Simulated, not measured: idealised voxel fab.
The following process module bears the name voxel self aligned vias.
Square cell edge 5 nm, section width 255 nm, ID cut.
Reading order for cross-sections: top band down to bottom band. Underlying form: a grid of square cells. Band size: one or more rows of cells. Each band's line starts with the height of the band's top and of its bottom, in nm. Then come its materials from left to right, each with its width in nm. One material with "everywhere" fills the band from edge to edge. "empty" is empty space. Note: height 0 marks the level under which the wafer is uniformly one material as received. Lowest band unbounded below, written "z 0 and below". Read "30..40" as a graded width: first number on top, second number at the bottom, same change between each pair of neighbouring rows. Take "nothing changed" at face value: in the step it is given for, the cross-section changed in none of its cells. Empty spaces counting at least 8 cells and having no open way to the top are listed in "Encapsulated voids". The notation width x height at distance is used for each, the distance being from the left edge and all three values in nm. Heads up: the bit after the settings on a step's line is the simulator's remark on that step. overlay nm, on a step with a mask: how far to the right of its planned place the mask lay; to the left if negative.
[Steps in the process plan]
1,RECEIVE, material Si
2,CONFORMAL_DEP, material SiO2, thk nm 15
3,CONFORMAL_DEP, material SiCN, thk nm 5
4,DIRECTIONAL_DEP, material SiO2, thk nm 20
5,PATTERN, tone open, mask id LINES, material resist, width nm 30, pitch nm 80, thk nm 20, overlay nm 0
6,DIRECTIONAL_ETCH, etch materials SiO2, depth nm 20
7,STRIP, etch materials resist
8,CONFORMAL_DEP, material TiN, thk nm 5
9,FILL_DEP, material W, thk nm 10
10,CMP, height nm 40
11,SELECTIVE_ETCH, etch materials W Ru TiN, depth nm 5
12,FILL_DEP, material SiN, thk nm 10
13,CMP, height nm 40
14,DIRECTIONAL_DEP, material SiO2, thk nm 20
15,DIRECTIONAL_DEP, material aC, thk nm 15
16,PATTERN, tone open, mask id VIAS, material resist, width nm 50, thk nm 30, overlay nm 0
17,DIRECTIONAL_ETCH, etch materials aC, depth nm 15
18,STRIP, etch materials resist
19,DIRECTIONAL_ETCH, etch materials SiO2, depth nm 20
20,DIRECTIONAL_ETCH, etch materials SiN, depth nm 5
21,STRIP, etch materials aC
22,CONFORMAL_DEP, material TiN, thk nm 5
23,FILL_DEP, material Cu, thk nm 5
24,CMP, height nm 60
25,CONFORMAL_DEP, material SiN, thk nm 5
[Wafer at receipt (post step 1), cross-section]
- z 0 and below: Si everywhere
- Encapsulated voids: none
[Final cross-section, module run with one mistake (start and plan as above)]
- z 65 to 60: SiN everywhere
- z 60 to 45: SiO2 (60), TiN (5), Cu (40), TiN (5), SiO2 (145)
- z 45 to 40: SiO2 (60), TiN (50), SiO2 (145)
- z 40 to 35: SiCN everywhere
- z 35 to 0: SiO2 everywhere
- z 0 and below: Si everywhere
- Encapsulated voids: none
Processing error: steps 3 and 4 run out of order (swapped)
